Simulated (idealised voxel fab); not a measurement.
The document below concerns the process module designated voxel transistor to metal.
It is cross-section cut that appears here, measuring 170 nm in width, its square cells being 5 nm in size.
A cross-section in this document is a grid of square cells, and it is written down as bands, the top band listed before the ones below it; a band is made up of one or more rows of cells. Look at the band entry: it leads with the top's height and the bottom's height in nm. Then it lists the materials left to right, with a width in nm for each. The word "edge to edge" on a single material says that material fills the band edge to edge. The word "empty" is empty space. The reference from which all heights are counted is 0, the level beneath which the as-received wafer is entirely one material; the lowest band, having no lower bound, proceeds downward and is written after the example "z 0 and below". Width spec "30 to 40" -> top row of cells at first value, bottom row at second value, equal per-row change in between. Basically "stayed the same" means that step didn't change any cell in the cross-section. "Enclosed void listing" specifies each empty space that is not open to the top and that occupies no fewer than 8 cells, using the form width x height at distance, the distance measured from the left edge and all three quantities in nm. after a step's settings: what the simulator itself notes on the step. Steps that use a mask can have "overlay nm" on their line. It says how far the mask sat to the right of where it was meant to be. Negative means to the left.
Planned step list for the process:
- 1: RECEIVE (material Si)
- 2: OXIDIZE (depth nm 5)
- 3: CONFORMAL_DEP (material SiN; thk nm 10)
- 4: MASKED_ETCH (tone cover; mask id ACTIVE; width nm 100; etch materials SiN; depth nm 10; overlay nm 0)
- 5: MASKED_ETCH (tone cover; mask id ACTIVE; width nm 100; etch materials SiO2; depth nm 5; overlay nm 0)
- 6: MASKED_ETCH (tone cover; mask id ACTIVE; width nm 100; etch materials Si; depth nm 30; overlay nm 0)
- 7: FILL_DEP (material SiO2; thk nm 10)
- 8: CMP (height nm 10)
- 9: SELECTIVE_ETCH (etch materials SiO2; depth nm 10)
- 10: STRIP (etch materials SiN)
- 11: SELECTIVE_ETCH (etch materials SiO2; depth nm 5)
- 12: OXIDIZE (depth nm 5)
- 13: DIRECTIONAL_DEP (material polySi; thk nm 30)
- 14: DIRECTIONAL_DEP (material SiCN; thk nm 10)
- 15: PATTERN (tone cover; mask id GATE; material resist; width nm 30; thk nm 15; overlay nm 0)
- 16: DIRECTIONAL_ETCH (etch materials SiCN; depth nm 20)
- 17: DIRECTIONAL_ETCH (etch materials polySi; depth nm 40)
- 18: STRIP (etch materials resist)
- 19: CONFORMAL_DEP (material SiO2; thk nm 5)
- 20: DIRECTIONAL_ETCH (etch materials SiO2; depth nm 5)
- 21: CONFORMAL_DEP (material SiN; thk nm 10)
- 22: DIRECTIONAL_ETCH (etch materials SiN; depth nm 10)
- 23: DIRECTIONAL_ETCH (etch materials SiO2; depth nm 5)
- 24: DIRECTIONAL_ETCH (etch materials Si; depth nm 10)
- 25: EPI (material nSi; thk nm 10)
- 26: FILL_DEP (material SiO2; thk nm 10)
- 27: CMP (height nm 25)
- 28: STRIP (etch materials polySi)
- 29: SELECTIVE_ETCH (etch materials SiO2; depth nm 5)
- 30: CONFORMAL_DEP (material HfO2; thk nm 5)
- 31: CONFORMAL_DEP (material TiN; thk nm 5)
- 32: FILL_DEP (material W; thk nm 10)
- 33: CMP (height nm 20)
- 34: DIRECTIONAL_DEP (material SiO2; thk nm 15)
- 35: PATTERN (tone open; mask id CONTACT; material resist; width nm 15; pitch nm 75; thk nm 20; overlay nm 0)
- 36: DIRECTIONAL_ETCH (etch materials SiO2; depth nm 45)
- 37: STRIP (etch materials resist)
- 38: CONFORMAL_DEP (material TiN; thk nm 5)
- 39: FILL_DEP (material W; thk nm 5)
- 40: CMP (height nm 35)
- 41: CONFORMAL_DEP (material SiN; thk nm 5)
- 42: DIRECTIONAL_DEP (material lowk; thk nm 20)
- 43: MASKED_ETCH (tone open; mask id METAL_1; width nm 15; pitch nm 75; etch materials lowk; depth nm 20; overlay nm 0)
- 44: MASKED_ETCH (tone open; mask id METAL_1; width nm 15; pitch nm 75; etch materials SiN; depth nm 5; overlay nm 0)
- 45: CONFORMAL_DEP (material TiN; thk nm 5)
- 46: FILL_DEP (material Ru; thk nm 10)
- 47: CMP (height nm 60)
- 48: EPI (material Ru; thk nm 5)
- 49: FILL_DEP (material SiCN; thk nm 5)
- 50: DIRECTIONAL_DEP (material lowk; thk nm 25)
- 51: MASKED_ETCH (tone open; mask id METAL_2; width nm 15; pitch nm 75; etch materials lowk; depth nm 15; overlay nm 0)
- 52: MASKED_ETCH (tone open; mask id METAL_2_HOLES; width nm 15; pitch nm 75; etch materials lowk; depth nm 10; overlay nm 0)
- 53: MASKED_ETCH (tone open; mask id METAL_2_HOLES; width nm 15; pitch nm 75; etch materials SiCN; depth nm 5; overlay nm 0)
- 54: CONFORMAL_DEP (material TiN; thk nm 5)
- 55: FILL_DEP (material Cu; thk nm 10)
- 56: CMP (height nm 95)
- 57: CONFORMAL_DEP (material SiCN; thk nm 5)
Incoming wafer, cross-sectional view, post step 1:
	z 0 and below  Si edge to edge
	Enclosed void listing: none
a wafer at the end: this start, this plan, one mistake:
	z 100 to 95  SiCN edge to edge
	z 95 to 70  40 nm lowk | 5 nm TiN | 5 nm Cu | 5 nm TiN | 60 nm lowk | 5 nm TiN | 5 nm Cu | 5 nm TiN | 40 nm lowk
	z 70 to 65  40 nm SiCN | 15 nm TiN | 60 nm SiCN | 15 nm TiN | 40 nm SiCN
	z 65 to 60  35 nm SiCN | 25 nm Ru | 50 nm SiCN | 25 nm Ru | 35 nm SiCN
	z 60 to 40  40 nm lowk | 5 nm TiN | 5 nm Ru | 5 nm TiN | 60 nm lowk | 5 nm TiN | 5 nm Ru | 5 nm TiN | 40 nm lowk
	z 40 to 35  40 nm SiN | 15 nm TiN | 60 nm SiN | 15 nm TiN | 40 nm SiN
	z 35 to 20  40 nm SiO2 | 5 nm TiN | 5 nm W | 5 nm TiN | 60 nm SiO2 | 5 nm TiN | 5 nm W | 5 nm TiN | 40 nm SiO2
	z 20 to 0  40 nm SiO2 | 5 nm TiN | 5 nm W | 5 nm TiN | 10 nm SiO2 | 5 nm HfO2 | 5 nm TiN | 20 nm W | 5 nm TiN | 5 nm HfO2 | 10 nm SiO2 | 5 nm TiN | 5 nm W | 5 nm TiN | 40 nm SiO2
	z 0 to -5  40 nm SiO2 | 5 nm TiN | 5 nm W | 5 nm TiN | 10 nm nSi | 5 nm HfO2 | 30 nm TiN | 5 nm HfO2 | 10 nm nSi | 5 nm TiN | 5 nm W | 5 nm TiN | 40 nm SiO2
	z -5 to -10  40 nm SiO2 | 15 nm TiN | 10 nm nSi | 40 nm HfO2 | 10 nm nSi | 15 nm TiN | 40 nm SiO2
	z -10 to -20  35 nm SiO2 | 30 nm nSi | 40 nm Si | 30 nm nSi | 35 nm SiO2
	z -20 to -35  35 nm SiO2 | 100 nm Si | 35 nm SiO2
	z -35 and below  Si edge to edge
	Enclosed void listing: none
Where did the run depart from the plan? step 21 in the plan did not get run; it was skipped
